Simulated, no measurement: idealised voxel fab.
process module | voxel gate over fins
cross-section cut | 175 nm wide | cells 5 nm
A cross-section is a grid of square cells, given in bands from the top down. A band is one or more rows of cells.
Each band's line starts with the height of the band's top and of its bottom, in nm. Then come its materials from left to right, each with its width in nm. One material with "throughout" fills the band from edge to edge. "air" is empty space.
Height 0 is the level under which the wafer as received is all one material. The lowest band goes on downwards, as in "0 down".
A width such as "30 to 40" changes by the same amount from each row of cells to the next, from the band's top row to its bottom row.
"no change" after a step means that no cell of the cross-section changed.
closed voids: empty space of 8 cells or more with no open way to the top, each as width x height at its distance from the left edge, in nm
after a step's settings: what the simulator itself notes on the step
overlay nm, on a step with a mask: how far to the right of its planned place the mask lay; to the left if negative
plan
1 op RECEIVE | material Si
2 op CONFORMAL_DEP | material SiN | thk nm 10
3 op PATTERN | tone cover | mask id FINS | material resist | width nm 15 | pitch nm 35 | thk nm 15 | overlay nm 0
4 op DIRECTIONAL_ETCH | etch materials SiN | depth nm 10
5 op DIRECTIONAL_ETCH | etch materials Si | depth nm 30
6 op STRIP | etch materials resist
7 op OXIDIZE | depth nm 5
8 op FILL_DEP | material SiO2 | thk nm 10
9 op CMP | height nm 10
10 op SELECTIVE_ETCH | etch materials SiO2 | depth nm 20
11 op STRIP | etch materials SiN
12 op CONFORMAL_DEP | material HfO2 | thk nm 5
13 op CONFORMAL_DEP | material TiN | thk nm 5
14 op CONFORMAL_DEP | material TiAl | thk nm 5
15 op CONFORMAL_DEP | material TiN | thk nm 5
16 op FILL_DEP | material W | thk nm 15
17 op CMP | height nm 30
18 op CONFORMAL_DEP | material SiN | thk nm 5
as received, after step 1
  0 down: Si throughout
  closed voids: none
a wafer at the end: this start, this plan, one mistake
  35 to 30: SiN throughout
  30 to 20: W throughout
  20 to 15: TiN throughout
  15 to 10: TiAl throughout
  10 to 5: TiN 30 | TiAl 5 | TiN 30 | TiAl 5 | TiN 30 | TiAl 5 | TiN 30 | TiAl 5 | TiN 35
  5 to 0: HfO2 25 | TiN 5 | TiAl 5 | TiN 5 | HfO2 20 | TiN 5 | TiAl 5 | TiN 5 | HfO2 20 | TiN 5 | TiAl 5 | TiN 5 | HfO2 20 | TiN 5 | TiAl 5 | TiN 5 | HfO2 30
  0 to -5: Si 20 | HfO2 5 | TiN 15 | HfO2 5 | Si 10 | HfO2 5 | TiN 15 | HfO2 5 | Si 10 | HfO2 5 | TiN 15 | HfO2 5 | Si 10 | HfO2 5 | TiN 15 | HfO2 5 | Si 25
  -5 to -10: Si 20 | HfO2 25 | Si 10 | HfO2 25 | Si 10 | HfO2 25 | Si 10 | HfO2 25 | Si 25
  -10 to -35: Si 20 | SiO2 25 | Si 10 | SiO2 25 | Si 10 | SiO2 25 | Si 10 | SiO2 25 | Si 25
  -35 down: Si throughout
  closed voids: none
what went wrong: step 3 ran as: op PATTERN | tone open | mask id FINS | material resist | width nm 15 | pitch nm 35 | thk nm 15 | overlay nm 0
